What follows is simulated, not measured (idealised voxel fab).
Module name: voxel spacer lines (process module)
It is cross-section cut that appears here, measuring 225 nm in width, its square cells being 5 nm in size.
Cross-sections here: square-cell grids, written as top-down lists of bands, a band being one or more rows of cells.
Each band's line starts with the height of the band's top and of its bottom, in nm. Then come its materials from left to right, each with its width in nm. One material with "throughout" fills the band from edge to edge. "blank" is empty space.
Heights are reckoned from 0. Under this level, the received wafer is all of one material. The bottommost band is open-ended downward, for example "z 0 and below".
Per-row width for "30->40": begins at first number (top row of band), ends at second number (bottom row), increment between rows held constant.
Basically "all unchanged" means that step didn't change any cell in the cross-section.
Heads up: "Closed void table" only lists the empty pockets with no open path to the top that are 8 cells or more, and it writes them as width x height at distance, distance from the left edge, in nm.
The remark found on a step's line after its settings is issued by the simulator itself and pertains to that step.
Each step line may optionally specify "overlay nm", which for a step with a mask gives the rightward distance between the mask's planned place and where it lay, a negative value indicating the leftward direction.

[Steps planned for the process]
- 1: RECEIVE (material Si)
- 2: CONFORMAL_DEP (material SiO2; thk nm 10)
- 3: DIRECTIONAL_DEP (material W; thk nm 15)
- 4: DIRECTIONAL_DEP (material aC; thk nm 25)
- 5: PATTERN (tone cover; mask id MANDREL; material resist; width nm 25; pitch nm 70; thk nm 35; overlay nm 0)
- 6: DIRECTIONAL_ETCH (etch materials aC; depth nm 25)
- 7: STRIP (etch materials resist)
- 8: CONFORMAL_DEP (material SiN; thk nm 10)
- 9: DIRECTIONAL_ETCH (etch materials SiN; depth nm 10)
- 10: STRIP (etch materials aC)
- 11: DIRECTIONAL_ETCH (etch materials W; depth nm 15)
- 12: STRIP (etch materials SiN)

[Received-state cross-section, reflecting completion of step 1]
- z 0 and below  Si throughout
- Closed void table: none

[Here's the cross-section of the first of our two wafers at the end of the module - it ran as planned]
- z 25 to 10  20 of blank | 10 of W | 25 of blank | 10 of W | 25 of blank | 10 of W | 25 of blank | 10 of W | 25 of blank | 10 of W | 25 of blank | 10 of W | 20 of blank
- z 10 to 0  SiO2 throughout
- z 0 and below  Si throughout
- Closed void table: none

[What the second wafer looks like in cross-section once the module is done. Its start and its plan matched the first wafer's exactly; what differed was one mistake in how it was run]
- z 60 to 50  20 of blank | 45 of SiO2 | 25 of blank | 45 of SiO2 | 25 of blank | 45 of SiO2 | 20 of blank
- z 50 to 35  20 of blank | 10 of SiO2 | 25 of aC | 10 of SiO2 | 25 of blank | 10 of SiO2 | 25 of aC | 10 of SiO2 | 25 of blank | 10 of SiO2 | 25 of aC | 10 of SiO2 | 20 of blank
- z 35 to 25  30 of SiO2 | 25 of aC | 45 of SiO2 | 25 of aC | 45 of SiO2 | 25 of aC | 30 of SiO2
- z 25 to 10  W throughout
- z 10 to 0  SiO2 throughout
- z 0 and below  Si throughout
- Closed void table: none
Short version of what went wrong: step 8 was not run as planned; what actually ran was CONFORMAL_DEP (material SiO2; thk nm 10)
Final comparison by cell count, materials where the second wafer has more or fewer than the first: 150 more of SiO2; 99 more of W; 75 more of aC
